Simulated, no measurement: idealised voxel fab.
process module | voxel ribs on slabs
cross-section cut | 285 nm wide | cells 5 nm
A cross-section is a grid of square cells, given in bands from the top down. A band is one or more rows of cells.
Each band's line starts with the height of the band's top and of its bottom, in nm. Then come its materials from left to right, each with its width in nm. One material with "throughout" fills the band from edge to edge. "air" is empty space.
Height 0 is the level under which the wafer as received is all one material. The lowest band goes on downwards, as in "0 down".
A width such as "30 to 40" changes by the same amount from each row of cells to the next, from the band's top row to its bottom row.
"no change" after a step means that no cell of the cross-section changed.
closed voids: empty space of 8 cells or more with no open way to the top, each as width x height at its distance from the left edge, in nm
after a step's settings: what the simulator itself notes on the step
overlay nm, on a step with a mask: how far to the right of its planned place the mask lay; to the left if negative
plan
1 op RECEIVE | material Si
2 op DIRECTIONAL_DEP | material SiO2 | thk nm 30
3 op DIRECTIONAL_DEP | material SiN | thk nm 20
4 op MASKED_ETCH | tone cover | mask id RIB | width nm 25 | etch materials SiN | depth nm 15 | overlay nm 0
5 op PATTERN | tone cover | mask id SLAB | material resist | width nm 65 | thk nm 15 | overlay nm 0
6 op DIRECTIONAL_ETCH | etch materials SiN | depth nm 5
7 op STRIP | etch materials resist
8 op FILL_DEP | material SiO2 | thk nm 25
9 op CMP | height nm 70
10 op DIRECTIONAL_DEP | material TiN | thk nm 10
11 op DIRECTIONAL_DEP | material aC | thk nm 15
12 op PATTERN | tone cover | mask id HEATER | material resist | width nm 35 | thk nm 35 | overlay nm 0
13 op DIRECTIONAL_ETCH | etch materials aC | depth nm 15
14 op STRIP | etch materials resist
15 op DIRECTIONAL_ETCH | etch materials TiN | depth nm 10
16 op STRIP | etch materials aC
17 op CONFORMAL_DEP | material SiO2 | thk nm 5
as received, after step 1
  0 down: Si throughout
  closed voids: none
first wafer at the end, as planned
  85 to 80: air 120 | SiO2 45 | air 120
  80 to 75: air 120 | SiO2 5 | TiN 35 | SiO2 5 | air 120
  75 to 70: SiO2 125 | TiN 35 | SiO2 125
  70 to 50: SiO2 throughout
  50 to 35: SiO2 130 | SiN 25 | SiO2 130
  35 to 30: SiO2 110 | SiN 65 | SiO2 110
  30 to 0: SiO2 throughout
  0 down: Si throughout
  closed voids: none
second wafer at the end: like start, like plan, one mistake
  85 to 80: air 120 | SiO2 45 | air 120
  80 to 75: air 120 | SiO2 5 | TiN 35 | SiO2 5 | air 120
  75 to 70: SiO2 125 | TiN 35 | SiO2 125
  70 to 55: SiO2 130 | SiN 25 | SiO2 130
  55 to 50: SiO2 110 | SiN 65 | SiO2 110
  50 to 30: SiN throughout
  30 to 0: SiO2 throughout
  0 down: Si throughout
  closed voids: none
what went wrong: step 3 was run twice
at the end the second wafer has, in cells: 228 more of SiN | 228 fewer of SiO2
